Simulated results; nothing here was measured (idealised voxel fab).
You're looking at the process module voxel ribs on slabs.
Section shown: cut. Width: 285 nm. Cell size: 5 nm, square.
Heads up, the way a cross-section reads in here is a grid of square cells, handed over as bands from the top down, with every band being one or more rows of cells.
Per band: top height and bottom height in nm, followed by the left-to-right materials and their widths in nm; "full width" marks a single material spanning edge to edge, "air" marks empty space.
For the purposes of this specification, 0 denotes the height below which the wafer in its as-received condition is composed wholly of one material, and the lowermost band, lacking a lower limit, extends downward without end, as expressed in "from 0 down".
Top row gets the first number, bottom row gets the second, and each row in between changes by the same step: that is how a band width like "30->40" works.
No cell of the cross-section changed in a step that is given as "no alterations made".
In the "Non-vented voids" entry, you get each enclosed empty space of 8 cells or more, one with no open way to the top, written width x height at distance, distance from the left edge, in nm.
The remark found on a step's line after its settings is issued by the simulator itself and pertains to that step.
For masked steps, "overlay nm" on the step line gives how far right of plan the mask actually lay; a minus sign means it lay to the left.

# Set out below are the planned steps of the process
1) RECEIVE (material Si)
2) DIRECTIONAL_DEP (material SiO2; thk nm 20)
3) DIRECTIONAL_DEP (material polySi; thk nm 25)
4) PATTERN (tone cover; mask id RIB; material resist; width nm 30; thk nm 15; overlay nm 0)
5) DIRECTIONAL_ETCH (etch materials polySi; depth nm 10)
6) STRIP (etch materials resist)
7) DIRECTIONAL_DEP (material aC; thk nm 10)
8) PATTERN (tone cover; mask id SLAB; material resist; width nm 90; thk nm 30; overlay nm 0)
9) DIRECTIONAL_ETCH (etch materials aC; depth nm 10)
10) STRIP (etch materials resist)
11) DIRECTIONAL_ETCH (etch materials polySi; depth nm 15)
12) STRIP (etch materials aC)
13) FILL_DEP (material SiO2; thk nm 20)
14) CMP (height nm 60)
15) DIRECTIONAL_DEP (material W; thk nm 5)
16) MASKED_ETCH (tone cover; mask id HEATER; width nm 40; etch materials W; depth nm 5; overlay nm 0)
17) CONFORMAL_DEP (material SiO2; thk nm 10)

# The first wafer of two, processed as planned

# Step 1 complete: cross-section of the wafer as received
    from 0 down | Si full width
    Non-vented voids: none

# Wafer xsec, post step 2
    from 20 to 0 | SiO2 full width
    Heights below 0 show no change.

# Wafer xsec, post step 3
    from 45 to 20 | polySi full width
    Heights below 20 show no change.

# Wafer xsec, post step 4
    from 60 to 45 | air=125, resist=30, air=130
    Heights below 45 show no change.

# Wafer xsec, post step 5
    from 60 to 45 | air=125, resist=30, air=130
    from 45 to 35 | air=125, polySi=30, air=130
    Heights below 35 show no change.

# Wafer xsec, post step 6
    from 45 to 35 | air=125, polySi=30, air=130
    Heights below 35 show no change.

# Wafer xsec, post step 7
    from 55 to 45 | air=125, aC=30, air=130
    from 45 to 35 | aC=125, polySi=30, aC=130
    Heights below 35 show no change.

# Wafer xsec, post step 8
    from 85 to 55 | air=95, resist=90, air=100
    from 55 to 45 | air=95, resist=30, aC=30, resist=30, air=100
    Heights below 45 show no change.

# Wafer xsec, post step 9
    from 75 to 55 | air=95, resist=90, air=100
    from 55 to 45 | air=95, resist=30, aC=30, resist=30, air=100
    from 45 to 35 | air=95, aC=30, polySi=30, aC=30, air=100
    Heights below 35 show no change.

# Wafer xsec, post step 10
    from 55 to 45 | air=125, aC=30, air=130
    Heights below 45 show no change.

# Wafer xsec, post step 11
    from 55 to 45 | air=125, aC=30, air=130
    from 45 to 35 | air=95, aC=30, polySi=30, aC=30, air=100
    from 35 to 20 | air=95, polySi=90, air=100
    Heights below 20 show no change.

# Wafer xsec, post step 12
    from 45 to 35 | air=125, polySi=30, air=130
    Heights below 35 show no change.

# Wafer xsec, post step 13
    from 65 to 45 | SiO2 full width
    from 45 to 35 | SiO2=125, polySi=30, SiO2=130
    from 35 to 20 | SiO2=95, polySi=90, SiO2=100
    Heights below 20 show no change.

# Wafer xsec, post step 14
    from 60 to 45 | SiO2 full width
    Heights below 45 show no change.

# Wafer xsec, post step 15
    from 65 to 60 | W full width
    Heights below 60 show no change.

# Wafer xsec, post step 16
    from 65 to 60 | air=120, W=40, air=125
    Heights below 60 show no change.

# Wafer xsec, post step 17
    from 75 to 70 | air=110, SiO2=60, air=115
    from 70 to 65 | SiO2 full width
    from 65 to 60 | SiO2=120, W=40, SiO2=125
    Heights below 60 show no change.

# Second Wafer (Identical Start and Plan, One Processing Error; Matches First Wafer Through Step 16)

# Second wafer cross-section, taken as of the time the plan sets for step 17 to be done
    from 80 to 75 | air=105, SiO2=70, air=110
    from 75 to 65 | SiO2 full width
    from 65 to 60 | SiO2=120, W=40, SiO2=125
    Heights below 60 show no change.
The mistake made against the process plan was this: step 17 changed vs plan, executed as CONFORMAL_DEP (material SiO2; thk nm 15)
At the finish, the second wafer shows more or fewer cells for some materials than the first does: 59 more of SiO2
